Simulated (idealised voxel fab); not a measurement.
This is a process module. Its name is voxel capacitor over wiring.
Section shown: cut. Width: 190 nm. Cell size: 5 nm, square.
Cross-section layout: square cells on a grid; listed as bands, top to bottom; a band spans one or more cell rows.
Band entry format. Leading values: height of top, height of bottom, nm. Remainder: materials in left-to-right order, each with its width in nm. Special words: "all across" on a single material, which then fills the band edge to edge; "empty", empty space.
Measure heights from 0. That's the level where, below it, the as-received wafer is all one material. The lowest band is bottomless and extends downward; write it as in "z 0 and below".
With a width like "30->40", each row of cells in the band differs from the next by the same amount, the top row carrying the first number and the bottom row the second.
For the purposes of this document, the phrase "no alteration" attached to a step denotes that no cell within the cross-section was modified by that step.
You'll see "Voids, fully enclosed" listing empty spaces that have no way open to the top, as long as they're 8 cells or more; the notation is width x height at distance, where the distance is from the left edge, and all of it is in nm.
If you see something after the settings on a step's line, that's the simulator's own remark about that step.
On any step carrying a mask, the "overlay nm" setting, if present on the step's line, tells how far right of its planned place the mask lay; negative values point to the left.
[Here's what the planned process steps look like]
- 1: op RECEIVE | material Si
- 2: op CONFORMAL_DEP | material SiO2 | thk nm 10
- 3: op DIRECTIONAL_DEP | material TiN | thk nm 5
- 4: op DIRECTIONAL_DEP | material W | thk nm 25
- 5: op DIRECTIONAL_DEP | material aC | thk nm 10
- 6: op PATTERN | tone cover | mask id METAL_1 | material resist | width nm 20 | pitch nm 75 | thk nm 30 | overlay nm 0
- 7: op DIRECTIONAL_ETCH | etch materials aC | depth nm 10
- 8: op STRIP | etch materials resist
- 9: op DIRECTIONAL_ETCH | etch materials W | depth nm 25
- 10: op DIRECTIONAL_ETCH | etch materials TiN | depth nm 5
- 11: op STRIP | etch materials aC
- 12: op FILL_DEP | material lowk | thk nm 10
- 13: op CMP | height nm 40
- 14: op CONFORMAL_DEP | material SiCN | thk nm 5
- 15: op DIRECTIONAL_DEP | material lowk | thk nm 15
- 16: op MASKED_ETCH | tone open | mask id PLUG_1 | width nm 15 | etch materials lowk | depth nm 15 | overlay nm 0
- 17: op MASKED_ETCH | tone open | mask id PLUG_1 | width nm 15 | etch materials SiCN | depth nm 5 | overlay nm 0
- 18: op CONFORMAL_DEP | material TiN | thk nm 5
- 19: op FILL_DEP | material Cu | thk nm 5
- 20: op CMP | height nm 60
- 21: op DIRECTIONAL_DEP | material TiN | thk nm 10
- 22: op DIRECTIONAL_DEP | material SiN | thk nm 5
- 23: op DIRECTIONAL_DEP | material TiN | thk nm 10
- 24: op PATTERN | tone cover | mask id UPPER_PLATE | material resist | width nm 60 | thk nm 15 | overlay nm 0
- 25: op DIRECTIONAL_ETCH | etch materials TiN | depth nm 10
- 26: op DIRECTIONAL_ETCH | etch materials SiN | depth nm 5
- 27: op STRIP | etch materials resist
- 28: op PATTERN | tone cover | mask id LOWER_PLATE | material resist | width nm 70 | thk nm 15 | overlay nm 0
- 29: op DIRECTIONAL_ETCH | etch materials TiN | depth nm 10
- 30: op STRIP | etch materials resist
- 31: op FILL_DEP | material SiO2 | thk nm 20
- 32: op CMP | height nm 100
- 33: op MASKED_ETCH | tone open | mask id PLUG_2 | width nm 15 | etch materials SiO2 | depth nm 15 | overlay nm 0
- 34: op CONFORMAL_DEP | material TiN | thk nm 5
- 35: op FILL_DEP | material Cu | thk nm 10
- 36: op CMP | height nm 100
- 37: op CONFORMAL_DEP | material SiCN | thk nm 5
[Wafer at receipt (post step 1), cross-section]
> z 0 and below: Si all across
> Voids, fully enclosed: none
[Here's the cross-section of the first of our two wafers at the end of the module - it ran as planned]
> z 105 to 100: SiCN all across
> z 100 to 90: 60 SiO2  5 TiN  5 Cu  5 TiN  115 SiO2
> z 90 to 85: 60 SiO2  15 TiN  115 SiO2
> z 85 to 75: 50 SiO2  60 TiN  80 SiO2
> z 75 to 70: 50 SiO2  60 SiN  80 SiO2
> z 70 to 60: 45 SiO2  70 TiN  75 SiO2
> z 60 to 45: 50 lowk  5 TiN  5 Cu  5 TiN  125 lowk
> z 45 to 40: 50 SiCN  15 TiN  125 SiCN
> z 40 to 15: 45 lowk  20 W  55 lowk  20 W  50 lowk
> z 15 to 10: 45 lowk  20 TiN  55 lowk  20 TiN  50 lowk
> z 10 to 0: SiO2 all across
> z 0 and below: Si all across
> Voids, fully enclosed: none
[Presented here is a cross-section of the second of the two wafers as it stood at the end of the module. It was started in the same manner and assigned the same plan as the first wafer; however, one mistake was made in its execution]
> z 110 to 105: SiCN all across
> z 105 to 100: 65 TiN  5 Cu  120 TiN
> z 100 to 90: 60 SiO2  5 TiN  5 Cu  5 TiN  115 SiO2
> z 90 to 85: 60 SiO2  15 TiN  115 SiO2
> z 85 to 75: 50 SiO2  60 TiN  80 SiO2
> z 75 to 70: 50 SiO2  60 SiN  80 SiO2
> z 70 to 60: 45 SiO2  70 TiN  75 SiO2
> z 60 to 45: 50 lowk  5 TiN  5 Cu  5 TiN  125 lowk
> z 45 to 40: 50 SiCN  15 TiN  125 SiCN
> z 40 to 15: 45 lowk  20 W  55 lowk  20 W  50 lowk
> z 15 to 10: 45 lowk  20 TiN  55 lowk  20 TiN  50 lowk
> z 10 to 0: SiO2 all across
> z 0 and below: Si all across
> Voids, fully enclosed: none
Misprocessing identified: for step 36, the planned setting was not used; the step was instead run as op CMP | height nm 105
Materials where the second wafer ends with more or fewer cells than the first: 1 more of Cu, 37 more of TiN
